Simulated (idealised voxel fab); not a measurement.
The following process module bears the name voxel wiring stack.
Square cells of 5 nm make up the cross-section cut, whose width is 300 nm.
If you're reading a cross-section in this doc, picture square cells in a grid; it comes to you as bands, top ones listed first down to the bottom, and a band can be one or more rows of cells.
Top, bottom (nm), then materials left to right with widths (nm); lone material tagged "full width" fills the whole band edge to edge; "air" = empty space.
Counting heights begins at 0, where everything beneath is, in the wafer as received, one material. The lowest band has no bottom; it goes on downwards, as "top 0, no bottom" shows.
Note: "30 to 40" means the width goes from the first number (top row of the band) to the second number (bottom row) in equal steps per row of cells.
Any step labelled "nothing altered" changed none of the cells in the cross-section.
Enclosed voids (no open way to top), threshold 8 cells or more, entry "Closed cavities", notation width x height at distance, distance from left edge, nm.
Post-settings text on a step line: simulator's own remark regarding the step.
overlay nm, on a step with a mask: how far to the right of its planned place the mask lay; to the left if negative

**Steps in the process plan**
1) RECEIVE, material Si
2) CONFORMAL_DEP, material SiO2, thk nm 15
3) CONFORMAL_DEP, material SiN, thk nm 5
4) DIRECTIONAL_DEP, material SiO2, thk nm 15
5) DIRECTIONAL_DEP, material aC, thk nm 10
6) PATTERN, tone open, mask id METAL_1, material resist, width nm 30, pitch nm 55, thk nm 25, overlay nm 0
7) DIRECTIONAL_ETCH, etch materials aC, depth nm 10
8) STRIP, etch materials resist
9) DIRECTIONAL_ETCH, etch materials SiO2, depth nm 15
10) DIRECTIONAL_ETCH, etch materials SiN, depth nm 5
11) STRIP, etch materials aC
12) CONFORMAL_DEP, material TiN, thk nm 5
13) FILL_DEP, material Ru, thk nm 10
14) CMP, height nm 35
15) CONFORMAL_DEP, material SiCN, thk nm 5
16) DIRECTIONAL_DEP, material lowk, thk nm 30
17) PATTERN, tone open, mask id METAL_2, material resist, width nm 30, pitch nm 55, thk nm 20, overlay nm 0
18) DIRECTIONAL_ETCH, etch materials lowk, depth nm 20
19) STRIP, etch materials resist
20) MASKED_ETCH, tone open, mask id METAL_2_HOLES, width nm 15, pitch nm 55, etch materials lowk, depth nm 10, overlay nm 0
21) MASKED_ETCH, tone open, mask id METAL_2_HOLES, width nm 15, pitch nm 55, etch materials SiCN, depth nm 5, overlay nm 0
22) CONFORMAL_DEP, material TiN, thk nm 5
23) FILL_DEP, material Cu, thk nm 10
24) CMP, height nm 70
25) CONFORMAL_DEP, material SiCN, thk nm 5
26) DIRECTIONAL_DEP, material SiO2, thk nm 30
27) MASKED_ETCH, tone open, mask id METAL_3_HOLES, width nm 15, pitch nm 55, etch materials SiO2, depth nm 30, overlay nm 0
28) MASKED_ETCH, tone open, mask id METAL_3, width nm 30, pitch nm 55, etch materials SiO2, depth nm 20, overlay nm 0
29) MASKED_ETCH, tone open, mask id METAL_3, width nm 30, pitch nm 55, etch materials SiCN, depth nm 5, overlay nm 0
30) CONFORMAL_DEP, material TiN, thk nm 5
31) FILL_DEP, material Cu, thk nm 5
32) CMP, height nm 105
33) CONFORMAL_DEP, material SiCN, thk nm 5
34) DIRECTIONAL_DEP, material lowk, thk nm 30
35) MASKED_ETCH, tone open, mask id METAL_4_HOLES, width nm 15, pitch nm 55, etch materials lowk, depth nm 30, overlay nm 0
36) DIRECTIONAL_DEP, material aC, thk nm 10
37) PATTERN, tone open, mask id METAL_4, material resist, width nm 30, pitch nm 55, thk nm 30, overlay nm 0
38) DIRECTIONAL_ETCH, etch materials aC, depth nm 10
39) STRIP, etch materials resist
40) DIRECTIONAL_ETCH, etch materials lowk, depth nm 20
41) DIRECTIONAL_ETCH, etch materials SiCN, depth nm 5
42) STRIP, etch materials aC
43) CONFORMAL_DEP, material TiN, thk nm 5
44) FILL_DEP, material Cu, thk nm 5
45) CMP, height nm 140
46) CONFORMAL_DEP, material SiN, thk nm 5
Same starting wafers, different thk nm at step 3. Plan value belongs to the first wafer.

**After step 1, as received: first of several wafers, cross-section**
  top 0, no bottom = Si full width
  Closed cavities: none

**Module finished, last step 46 done: cross-section of the first of several wafers**
  top 145, bottom 140 = SiN full width
  top 140, bottom 125 = lowk=80 | TiN=5 | Cu=20 | TiN=5 | lowk=25 | TiN=5 | Cu=20 | TiN=5 | lowk=25 | TiN=5 | Cu=20 | TiN=5 | lowk=80
  top 125, bottom 120 = lowk=80 | TiN=5 | Cu=5 | TiN=20 | lowk=25 | TiN=5 | Cu=5 | TiN=20 | lowk=25 | TiN=5 | Cu=5 | TiN=20 | lowk=80
  top 120, bottom 110 = lowk=80 | TiN=5 | Cu=5 | TiN=5 | lowk=40 | TiN=5 | Cu=5 | TiN=5 | lowk=40 | TiN=5 | Cu=5 | TiN=5 | lowk=95
  top 110, bottom 105 = SiCN=80 | TiN=15 | SiCN=40 | TiN=15 | SiCN=40 | TiN=15 | SiCN=95
  top 105, bottom 90 = SiO2=80 | TiN=5 | Cu=20 | TiN=5 | SiO2=25 | TiN=5 | Cu=20 | TiN=5 | SiO2=25 | TiN=5 | Cu=20 | TiN=5 | SiO2=80
  top 90, bottom 85 = SiO2=80 | TiN=5 | Cu=5 | TiN=20 | SiO2=25 | TiN=5 | Cu=5 | TiN=20 | SiO2=25 | TiN=5 | Cu=5 | TiN=20 | SiO2=80
  top 85, bottom 75 = SiO2=80 | TiN=5 | Cu=5 | TiN=5 | SiO2=40 | TiN=5 | Cu=5 | TiN=5 | SiO2=40 | TiN=5 | Cu=5 | TiN=5 | SiO2=95
  top 75, bottom 70 = SiCN=80 | TiN=15 | SiCN=40 | TiN=15 | SiCN=40 | TiN=15 | SiCN=95
  top 70, bottom 55 = lowk=80 | TiN=5 | Cu=20 | TiN=5 | lowk=25 | TiN=5 | Cu=20 | TiN=5 | lowk=25 | TiN=5 | Cu=20 | TiN=5 | lowk=80
  top 55, bottom 50 = lowk=80 | TiN=5 | Cu=5 | TiN=20 | lowk=25 | TiN=5 | Cu=5 | TiN=20 | lowk=25 | TiN=5 | Cu=5 | TiN=20 | lowk=80
  top 50, bottom 40 = lowk=80 | TiN=5 | Cu=5 | TiN=5 | lowk=40 | TiN=5 | Cu=5 | TiN=5 | lowk=40 | TiN=5 | Cu=5 | TiN=5 | lowk=95
  top 40, bottom 35 = SiCN=80 | TiN=15 | SiCN=40 | TiN=15 | SiCN=40 | TiN=15 | SiCN=95
  top 35, bottom 20 = SiO2=80 | TiN=5 | Ru=20 | TiN=5 | SiO2=25 | TiN=5 | Ru=20 | TiN=5 | SiO2=25 | TiN=5 | Ru=20 | TiN=5 | SiO2=80
  top 20, bottom 15 = SiN=80 | TiN=30 | SiN=25 | TiN=30 | SiN=25 | TiN=30 | SiN=80
  top 15, bottom 0 = SiO2 full width
  top 0, no bottom = Si full width
  Closed cavities: none

**A cross-section through the last wafer at the close of the module**
  top 145, bottom 140 = SiN full width
  top 140, bottom 125 = lowk=80 | TiN=5 | Cu=20 | TiN=5 | lowk=25 | TiN=5 | Cu=20 | TiN=5 | lowk=25 | TiN=5 | Cu=20 | TiN=5 | lowk=80
  top 125, bottom 120 = lowk=80 | TiN=5 | Cu=5 | TiN=20 | lowk=25 | TiN=5 | Cu=5 | TiN=20 | lowk=25 | TiN=5 | Cu=5 | TiN=20 | lowk=80
  top 120, bottom 110 = lowk=80 | TiN=5 | Cu=5 | TiN=5 | lowk=40 | TiN=5 | Cu=5 | TiN=5 | lowk=40 | TiN=5 | Cu=5 | TiN=5 | lowk=95
  top 110, bottom 105 = SiCN=80 | TiN=15 | SiCN=40 | TiN=15 | SiCN=40 | TiN=15 | SiCN=95
  top 105, bottom 90 = SiO2=80 | TiN=5 | Cu=20 | TiN=5 | SiO2=25 | TiN=5 | Cu=20 | TiN=5 | SiO2=25 | TiN=5 | Cu=20 | TiN=5 | SiO2=80
  top 90, bottom 85 = SiO2=80 | TiN=5 | Cu=5 | TiN=20 | SiO2=25 | TiN=5 | Cu=5 | TiN=20 | SiO2=25 | TiN=5 | Cu=5 | TiN=20 | SiO2=80
  top 85, bottom 75 = SiO2=80 | TiN=5 | Cu=5 | TiN=5 | SiO2=40 | TiN=5 | Cu=5 | TiN=5 | SiO2=40 | TiN=5 | Cu=5 | TiN=5 | SiO2=95
  top 75, bottom 70 = SiCN=80 | TiN=15 | SiCN=40 | TiN=15 | SiCN=40 | TiN=15 | SiCN=95
  top 70, bottom 55 = lowk=80 | TiN=5 | Cu=20 | TiN=5 | lowk=25 | TiN=5 | Cu=20 | TiN=5 | lowk=25 | TiN=5 | Cu=20 | TiN=5 | lowk=80
  top 55, bottom 50 = lowk=80 | TiN=5 | Cu=5 | TiN=20 | lowk=25 | TiN=5 | Cu=5 | TiN=20 | lowk=25 | TiN=5 | Cu=5 | TiN=20 | lowk=80
  top 50, bottom 40 = lowk=80 | TiN=5 | Cu=5 | TiN=5 | lowk=40 | TiN=5 | Cu=5 | TiN=5 | lowk=40 | TiN=5 | Cu=5 | TiN=5 | lowk=95
  top 40, bottom 35 = SiCN=80 | TiN=15 | SiCN=40 | TiN=15 | SiCN=40 | TiN=15 | SiCN=95
  top 35, bottom 30 = SiN=80 | TiN=30 | SiN=25 | TiN=30 | SiN=25 | TiN=30 | SiN=80
  top 30, bottom 15 = SiN full width
  top 15, bottom 0 = SiO2 full width
  top 0, no bottom = Si full width
  Closed cavities: none

**Per wafer (row), end of module: delta in cells per material since receipt, (+) for gained, (-) for lost; closed voids after that**
thk nm 5, +135 Cu, +36 Ru, +153 SiCN, +102 SiN, +576 SiO2, +198 TiN, +540 lowk, Closed cavities: none
thk nm 10, +135 Cu, +24 Ru, +153 SiCN, +162 SiN, +534 SiO2, +192 TiN, +540 lowk, Closed cavities: none
thk nm 15, +135 Cu, +12 Ru, +153 SiCN, +222 SiN, +492 SiO2, +186 TiN, +540 lowk, Closed cavities: none
thk nm 20, +135 Cu, +153 SiCN, +282 SiN, +450 SiO2, +180 TiN, +540 lowk, Closed cavities: none
